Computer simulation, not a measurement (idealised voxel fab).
Name of the process module below: voxel ribs on slabs
The width of the displayed cross-section, cut, is 210 nm; its cells are square, with a size of 5 nm.
A cross-section in this document is a grid of square cells, and it is written down as bands, the top band listed before the ones below it; a band is made up of one or more rows of cells.
Heights first: top, then bottom, in nm. Then materials, left to right, each with a width in nm. "all across" on a single material: fills the band edge to edge. "blank": empty space.
Below 0: as-received wafer, all one material; heights counted from there. Lowest band: no bottom, goes on down, written "0 -> down".
Read "30..40" as a graded width: first number on top, second number at the bottom, same change between each pair of neighbouring rows.
You'll sometimes find "nothing different" written for a step, and that's the way of saying that nowhere in the cross-section did a cell change during that step.
Basically, "Closed empty spaces" tells you about the enclosed voids: empty spaces with no open way to the top, 8 cells or bigger, each written width x height at distance, where distance is from the left edge, all in nm.
Whatever follows a step's settings on its line is a remark the simulator itself makes about that step.
Each step line may optionally specify "overlay nm", which for a step with a mask gives the rightward distance between the mask's planned place and where it lay, a negative value indicating the leftward direction.

Planned process steps
1 RECEIVE with material Si
2 DIRECTIONAL_DEP with material SiO2, thk nm 25
3 DIRECTIONAL_DEP with material SiN, thk nm 25
4 DIRECTIONAL_DEP with material aC, thk nm 10
5 PATTERN with tone cover, mask id RIB, material resist, width nm 15, thk nm 25, overlay nm 0
6 DIRECTIONAL_ETCH with etch materials aC, depth nm 10
7 STRIP with etch materials resist
8 DIRECTIONAL_ETCH with etch materials SiN, depth nm 20
9 STRIP with etch materials aC
10 PATTERN with tone cover, mask id SLAB, material resist, width nm 45, thk nm 15, overlay nm 0
11 DIRECTIONAL_ETCH with etch materials SiN, depth nm 5
12 STRIP with etch materials resist
13 FILL_DEP with material SiO2, thk nm 20
14 CMP with height nm 60
15 DIRECTIONAL_DEP with material W, thk nm 10
16 MASKED_ETCH with tone cover, mask id HEATER, width nm 15, etch materials W, depth nm 10, overlay nm 0
17 CONFORMAL_DEP with material SiO2, thk nm 5
All wafers enter the flow in the same state. The width nm at step 16 differs from wafer to wafer, and the plan gives the value for the first wafer.

Cross-section: the first of several wafers in its as-received state, i.e. following step 1
  0 -> down | Si all across
  Closed empty spaces: none

After the module's final step, step 17: the first of several wafers in cross-section
  75 -> 70 | blank 90 nm | SiO2 25 nm | blank 95 nm
  70 -> 65 | blank 90 nm | SiO2 5 nm | W 15 nm | SiO2 5 nm | blank 95 nm
  65 -> 60 | SiO2 95 nm | W 15 nm | SiO2 100 nm
  60 -> 50 | SiO2 all across
  50 -> 30 | SiO2 95 nm | SiN 15 nm | SiO2 100 nm
  30 -> 25 | SiO2 80 nm | SiN 45 nm | SiO2 85 nm
  25 -> 0 | SiO2 all across
  0 -> down | Si all across
  Closed empty spaces: none

last wafer at the end
  75 -> 70 | blank 80 nm | SiO2 50 nm | blank 80 nm
  70 -> 65 | blank 80 nm | SiO2 5 nm | W 40 nm | SiO2 5 nm | blank 80 nm
  65 -> 60 | SiO2 85 nm | W 40 nm | SiO2 85 nm
  60 -> 50 | SiO2 all across
  50 -> 30 | SiO2 95 nm | SiN 15 nm | SiO2 100 nm
  30 -> 25 | SiO2 80 nm | SiN 45 nm | SiO2 85 nm
  25 -> 0 | SiO2 all across
  0 -> down | Si all across
  Closed empty spaces: none

The rows of the table below are wafers. Looking at the end of the module, a row counts, for every material, the cells the wafer has gained, shown as (+), or lost, shown as (-), since it was received; its closed voids come next
width nm 15, +21 SiN, +529 SiO2, +6 W, Closed empty spaces: none
width nm 20, +21 SiN, +529 SiO2, +8 W, Closed empty spaces: none
width nm 25, +21 SiN, +529 SiO2, +10 W, Closed empty spaces: none
width nm 30, +21 SiN, +529 SiO2, +12 W, Closed empty spaces: none
width nm 35, +21 SiN, +529 SiO2, +14 W, Closed empty spaces: none
width nm 40, +21 SiN, +529 SiO2, +16 W, Closed empty spaces: none
